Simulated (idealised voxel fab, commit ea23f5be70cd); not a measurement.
Presented below is a process module, voxel self aligned contacts.
Cross-section cut spans 230 nm and uses square cells 5 nm in size.
Cross-section, as written here: a square-cell grid given band by band from the top down, where a band holds one or more rows of cells. For a band, the entry starts with two heights in nm, that of the top and then that of the bottom, and carries on with the band's materials in order from left to right, each alongside its width in nm; the word "everywhere" beside a single material means it fills the band edge to edge, and "blank" means empty space. We count height from 0. Below that, the starting wafer is all one material. The lowest band never ends at the bottom but goes on down; see "from 0 down" for how that is written. Width spec "30 to 40" -> top row of cells at first value, bottom row at second value, equal per-row change in between. "no change" (step): cross-section cells unchanged, all of them. Closed-off voids of 8+ cells (no open route to the top) go in "Completely sealed voids", written width x height at distance from the left edge, in nm. The remark found on a step's line after its settings is issued by the simulator itself and pertains to that step. overlay nm: on a step with a mask, how far right of its planned place the mask lay; negative means left.
# Here's what the planned process steps look like
| 1 | RECEIVE | material Si |
| 2 | OXIDIZE | depth nm 5 |
| 3 | DIRECTIONAL_DEP | material polySi | thk nm 30 |
| 4 | DIRECTIONAL_DEP | material SiN | thk nm 20 |
| 5 | PATTERN | tone cover | mask id GATE | material resist | width nm 35 | pitch nm 70 | thk nm 20 | overlay nm -15 |
| 6 | DIRECTIONAL_ETCH | etch materials SiN | depth nm 20 |
| 7 | DIRECTIONAL_ETCH | etch materials polySi | depth nm 30 |
| 8 | STRIP | etch materials resist |
| 9 | CONFORMAL_DEP | material SiN | thk nm 5 |
| 10 | DIRECTIONAL_ETCH | etch materials SiN | depth nm 5 |
| 11 | FILL_DEP | material SiO2 | thk nm 20 |
| 12 | CMP | height nm 60 |
| 13 | MASKED_ETCH | tone open | mask id CONTACT | width nm 55 | etch materials SiO2 | depth nm 65 | overlay nm 0 |
| 14 | CONFORMAL_DEP | material TiN | thk nm 5 |
| 15 | FILL_DEP | material W | thk nm 5 |
| 16 | CMP | height nm 60 |
| 17 | CONFORMAL_DEP | material SiN | thk nm 5 |
Same starting wafers, different overlay nm at step 5. Plan value belongs to the first wafer.
# First wafer of several, as received: cross-section after step 1
  from 0 down  Si everywhere
  Completely sealed voids: none
# Rows = wafers. At module end, each row lists per material the cells gained (+) or lost (-) since the wafer was received, then the closed voids
overlay nm -15; -46 Si; +142 SiN; +341 SiO2; +35 TiN; +42 W; +84 polySi; Completely sealed voids: none
overlay nm -10; -46 Si; +142 SiN; +341 SiO2; +35 TiN; +42 W; +84 polySi; Completely sealed voids: none
overlay nm -5; -46 Si; +142 SiN; +341 SiO2; +35 TiN; +42 W; +84 polySi; Completely sealed voids: none
overlay nm 0; -46 Si; +142 SiN; +341 SiO2; +35 TiN; +42 W; +84 polySi; Completely sealed voids: none
overlay nm 5; -46 Si; +142 SiN; +341 SiO2; +35 TiN; +42 W; +84 polySi; Completely sealed voids: none
overlay nm 10; -46 Si; +142 SiN; +341 SiO2; +35 TiN; +42 W; +84 polySi; Completely sealed voids: none
overlay nm 15; -46 Si; +142 SiN; +341 SiO2; +35 TiN; +42 W; +84 polySi; Completely sealed voids: none
